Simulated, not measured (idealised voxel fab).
Process module in this document: voxel ribs on slabs
Cross-section cut: width 290 nm, square cells of 5 nm.
The cross-sections in this document take the form of a grid made of square cells. They are written out as bands, in order from top to bottom. Each band consists of one or more rows of cells.
For a band, the entry starts with two heights in nm, that of the top and then that of the bottom, and carries on with the band's materials in order from left to right, each alongside its width in nm; the word "edge to edge" beside a single material means it fills the band edge to edge, and "air" means empty space.
For the purposes of this specification, 0 denotes the height below which the wafer in its as-received condition is composed wholly of one material, and the lowermost band, lacking a lower limit, extends downward without end, as expressed in "0..down".
The two numbers in a width such as "30..40" mark its ends across the band: the first belongs to the top row of cells, the second to the bottom row, and from each row to the next the width moves by the same amount.
"stayed the same", as given for a step, is the statement that not any cell of the cross-section underwent a change during that step.
Enclosed voids (no open way to top), threshold 8 cells or more, entry "Closed voids list", notation width x height at distance, distance from left edge, nm.
Heads up: the bit after the settings on a step's line is the simulator's remark on that step.
overlay nm: mask right of planned place by this much (step with mask). Neg. = left.
### plan
1 RECEIVE, material Si
2 DIRECTIONAL_DEP, material SiO2, thk nm 30
3 DIRECTIONAL_DEP, material SiN, thk nm 15
4 MASKED_ETCH, tone cover, mask id RIB, width nm 25, etch materials SiN, depth nm 10, overlay nm 0
5 MASKED_ETCH, tone cover, mask id SLAB, width nm 65, etch materials SiN, depth nm 5, overlay nm 0
6 FILL_DEP, material SiO2, thk nm 15
7 CMP, height nm 55
8 DIRECTIONAL_DEP, material TiN, thk nm 10
9 DIRECTIONAL_DEP, material aC, thk nm 10
10 PATTERN, tone cover, mask id HEATER, material resist, width nm 35, thk nm 25, overlay nm 0
11 DIRECTIONAL_ETCH, etch materials aC, depth nm 10
12 STRIP, etch materials resist
13 DIRECTIONAL_ETCH, etch materials TiN, depth nm 10
14 STRIP, etch materials aC
15 CONFORMAL_DEP, material SiO2, thk nm 5
### Here's what the wafer looked like in cross-section when it arrived - that's after step 1
- 0..down  Si edge to edge
- Closed voids list: none
### Same starting wafer, same plan as above, one mistake in the execution; this is the cross-section at the end of the module
- 70..65  air 120; SiO2 45; air 125
- 65..60  air 120; SiO2 5; TiN 35; SiO2 5; air 125
- 60..55  SiO2 125; TiN 35; SiO2 130
- 55..15  SiO2 edge to edge
- 15..0  SiN edge to edge
- 0..down  Si edge to edge
- Closed voids list: none
What was done differently from what was planned? mixed up steps 2 and 3 - ran each in the other's place
